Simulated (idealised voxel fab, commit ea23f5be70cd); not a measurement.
You're looking at the process module voxel self aligned contacts.
In the cross-section labelled cut, the width is 140 nm and each square cell is 5 nm.
For the purposes of this document, a cross-section shall be understood as a grid of square cells, specified as bands listed in top-to-bottom order, each band consisting of one or more rows of cells.
This entry defines a band. It first specifies the height of the band's top and the height of its bottom in nm, and then specifies the band's materials from left to right, stating each material with its width in nm. The word "full width" identifies a single material that fills the band from edge to edge, while the word "blank" identifies empty space.
Ref level 0: as-received wafer is one material below here. Bottom band extends down with no lower bound ("from 0 down").
Per-row width for "30 to 40": begins at first number (top row of band), ends at second number (bottom row), increment between rows held constant.
For the purposes of this document, the phrase "stayed the same" attached to a step denotes that no cell within the cross-section was modified by that step.
Reported under the label "Closed void table" are the empty spaces having no open way to the top and comprising 8 cells or more; the notation for each is width x height at distance, in which the distance is measured from the left edge and all three values are in nm.
Anything after a step's settings on that line? It's the simulator's own note about the step.
On any step carrying a mask, the "overlay nm" setting, if present on the step's line, tells how far right of its planned place the mask lay; negative values point to the left.
**The following list gives the planned process steps**
| 1 | RECEIVE | material Si |
| 2 | OXIDIZE | depth nm 5 |
| 3 | DIRECTIONAL_DEP | material polySi | thk nm 25 |
| 4 | DIRECTIONAL_DEP | material SiN | thk nm 25 |
| 5 | PATTERN | tone cover | mask id GATE | material resist | width nm 35 | pitch nm 75 | thk nm 20 | overlay nm 0 |
| 6 | DIRECTIONAL_ETCH | etch materials SiN | depth nm 25 |
| 7 | DIRECTIONAL_ETCH | etch materials polySi | depth nm 25 |
| 8 | STRIP | etch materials resist |
| 9 | CONFORMAL_DEP | material SiN | thk nm 10 |
| 10 | DIRECTIONAL_ETCH | etch materials SiN | depth nm 10 |
| 11 | FILL_DEP | material SiO2 | thk nm 10 |
| 12 | CMP | height nm 55 |
| 13 | PATTERN | tone open | mask id CONTACT | material resist | width nm 50 | thk nm 20 | overlay nm 0 |
| 14 | DIRECTIONAL_ETCH | etch materials SiO2 | depth nm 60 |
| 15 | STRIP | etch materials resist |
| 16 | CONFORMAL_DEP | material TiN | thk nm 5 |
| 17 | FILL_DEP | material W | thk nm 10 |
| 18 | CMP | height nm 55 |
| 19 | CONFORMAL_DEP | material SiCN | thk nm 5 |
**As-received state of the wafer in cross-section, equivalent to post-step 1**
	from 0 down  Si full width
	Closed void table: none
**Starting wafer: above. Plan: above. Run: one mistake. Cross-section after the module: below**
	from 70 to 55  SiCN full width
	from 55 to 50  45 of SiO2  20 of TiN  10 of W  20 of TiN  45 of SiO2
	from 50 to 25  5 of SiO2  55 of SiN  5 of TiN  10 of W  5 of TiN  55 of SiN  5 of SiO2
	from 25 to 0  5 of SiO2  10 of SiN  35 of polySi  10 of SiN  5 of TiN  10 of W  5 of TiN  10 of SiN  35 of polySi  10 of SiN  5 of SiO2
	from 0 to -5  60 of SiO2  20 of TiN  60 of SiO2
	from -5 down  Si full width
	Closed void table: none
Here's what went sideways: step 19 ran as: CONFORMAL_DEP | material SiCN | thk nm 15
